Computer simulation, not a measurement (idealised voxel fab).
process module | voxel ribs on slabs
cross-section cut | 175 nm wide | cells 5 nm
A cross-section is a grid of square cells, given in bands from the top down. A band is one or more rows of cells.
Each band's line starts with the height of the band's top and of its bottom, in nm. Then come its materials from left to right, each with its width in nm. One material with "throughout" fills the band from edge to edge. "air" is empty space.
Height 0 is the level under which the wafer as received is all one material. The lowest band goes on downwards, as in "0 down".
A width such as "30 to 40" changes by the same amount from each row of cells to the next, from the band's top row to its bottom row.
"no change" after a step means that no cell of the cross-section changed.
closed voids: empty space of 8 cells or more with no open way to the top, each as width x height at its distance from the left edge, in nm
after a step's settings: what the simulator itself notes on the step
overlay nm, on a step with a mask: how far to the right of its planned place the mask lay; to the left if negative
plan
1 op RECEIVE | material Si
2 op DIRECTIONAL_DEP | material SiO2 | thk nm 20
3 op DIRECTIONAL_DEP | material polySi | thk nm 20
4 op PATTERN | tone cover | mask id RIB | material resist | width nm 20 | thk nm 20 | overlay nm 0
5 op DIRECTIONAL_ETCH | etch materials polySi | depth nm 10
6 op STRIP | etch materials resist
7 op MASKED_ETCH | tone cover | mask id SLAB | width nm 50 | etch materials polySi | depth nm 10 | overlay nm 0
8 op FILL_DEP | material SiO2 | thk nm 25
9 op CMP | height nm 60
10 op DIRECTIONAL_DEP | material TiN | thk nm 5
11 op MASKED_ETCH | tone cover | mask id HEATER | width nm 30 | etch materials TiN | depth nm 5 | overlay nm 0
12 op CONFORMAL_DEP | material SiN | thk nm 5
first wafer, as planned
as received, after step 1
  0 down: Si throughout
  closed voids: none
after step 2
  20 to 0: SiO2 throughout
  below 0: unchanged
after step 3
  40 to 20: polySi throughout
  below 20: unchanged
after step 4
  60 to 40: air 75 | resist 20 | air 80
  below 40: unchanged
after step 5
  60 to 40: air 75 | resist 20 | air 80
  40 to 30: air 75 | polySi 20 | air 80
  below 30: unchanged
after step 6
  40 to 30: air 75 | polySi 20 | air 80
  below 30: unchanged
after step 7
  40 to 30: air 75 | polySi 20 | air 80
  30 to 20: air 60 | polySi 50 | air 65
  below 20: unchanged
after step 8
  65 to 40: SiO2 throughout
  40 to 30: SiO2 75 | polySi 20 | SiO2 80
  30 to 20: SiO2 60 | polySi 50 | SiO2 65
  below 20: unchanged
after step 9
  60 to 40: SiO2 throughout
  below 40: unchanged
after step 10
  65 to 60: TiN throughout
  below 60: unchanged
after step 11
  65 to 60: air 70 | TiN 30 | air 75
  below 60: unchanged
after step 12
  70 to 65: air 65 | SiN 40 | air 70
  65 to 60: SiN 70 | TiN 30 | SiN 75
  below 60: unchanged
second wafer: like start, like plan, one mistake. Through step 11 it matches the first wafer
when step 12 should have ended: no change
what went wrong: step 12 was left out
at the end the second wafer has, in cells: 37 fewer of SiN
